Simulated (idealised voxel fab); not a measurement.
The process module that follows is named voxel ribs on slabs.
This is section cut - it's 180 nm across, gridded in 5 nm square cells.
Each cross-section below is a grid of square cells, stated as bands in top-down order, with one or more rows of cells making up each band. Quick guide to a band line: top height, bottom height (nm) up front; then every material left to right with its width in nm. Only one material and it's marked "throughout"? Then it fills the band edge to edge. And "empty" just means empty space. Zero point of the height axis is 0; under it, received wafer = one material. Lowest band: continues down indefinitely, "0 -> down". A width given as "30 to 40" starts at the first number in the band's top row and ends at the second number in its bottom row, shifting by an equal amount at every step from row to row. No cell of the cross-section changed in a step that is given as "all unchanged". "Trapped void list": empty spaces of 8 cells or more with no open way to the top, each given as width x height at distance, distance from the left edge, all in nm. On a step's line, text after the settings is the simulator commenting on that step. overlay nm: for a step with a mask, the amount by which the mask lay right of where it was planned; a negative amount means left of it.

Here's what the planned process steps look like
| 1 | RECEIVE, material Si |
| 2 | DIRECTIONAL_DEP, material SiO2, thk nm 25 |
| 3 | DIRECTIONAL_DEP, material polySi, thk nm 15 |
| 4 | DIRECTIONAL_DEP, material aC, thk nm 10 |
| 5 | PATTERN, tone cover, mask id RIB, material resist, width nm 20, thk nm 30, overlay nm 0 |
| 6 | DIRECTIONAL_ETCH, etch materials aC, depth nm 10 |
| 7 | STRIP, etch materials resist |
| 8 | DIRECTIONAL_ETCH, etch materials polySi, depth nm 10 |
| 9 | STRIP, etch materials aC |
| 10 | PATTERN, tone cover, mask id SLAB, material resist, width nm 70, thk nm 15, overlay nm 0 |
| 11 | DIRECTIONAL_ETCH, etch materials polySi, depth nm 5 |
| 12 | STRIP, etch materials resist |
| 13 | FILL_DEP, material SiO2, thk nm 25 |
| 14 | CMP, height nm 55 |
| 15 | DIRECTIONAL_DEP, material TiN, thk nm 10 |
| 16 | PATTERN, tone cover, mask id HEATER, material resist, width nm 30, thk nm 15, overlay nm 0 |
| 17 | DIRECTIONAL_ETCH, etch materials TiN, depth nm 10 |
| 18 | STRIP, etch materials resist |
| 19 | CONFORMAL_DEP, material SiN, thk nm 5 |

Cross-section of the wafer upon arrival, representing the state reached after step 1
	0 -> down = Si throughout
	Trapped void list: none

End-of-module cross-section of the first of two wafers, processed as planned
	70 -> 65 = 70 empty / 40 SiN / 70 empty
	65 -> 60 = 70 empty / 5 SiN / 30 TiN / 5 SiN / 70 empty
	60 -> 55 = 75 SiN / 30 TiN / 75 SiN
	55 -> 40 = SiO2 throughout
	40 -> 30 = 80 SiO2 / 20 polySi / 80 SiO2
	30 -> 25 = 55 SiO2 / 70 polySi / 55 SiO2
	25 -> 0 = SiO2 throughout
	0 -> down = Si throughout
	Trapped void list: none

End of module, second wafer, cross-section. Started like the first, planned like the first, run with one mistake
	70 -> 65 = 70 empty / 40 SiN / 70 empty
	65 -> 60 = 70 empty / 5 SiN / 30 TiN / 5 SiN / 70 empty
	60 -> 55 = 75 SiN / 30 TiN / 75 SiN
	55 -> 45 = 80 SiO2 / 20 polySi / 80 SiO2
	45 -> 40 = 55 SiO2 / 70 polySi / 55 SiO2
	40 -> 25 = polySi throughout
	25 -> 0 = SiO2 throughout
	0 -> down = Si throughout
	Trapped void list: none
Against the plan, the run slipped here: the plan's step 3 ran twice
It is noted that, at the conclusion of processing, the second wafer exhibits a higher or lower cell count for certain materials relative to the first: 108 fewer of SiO2 | 108 more of polySi
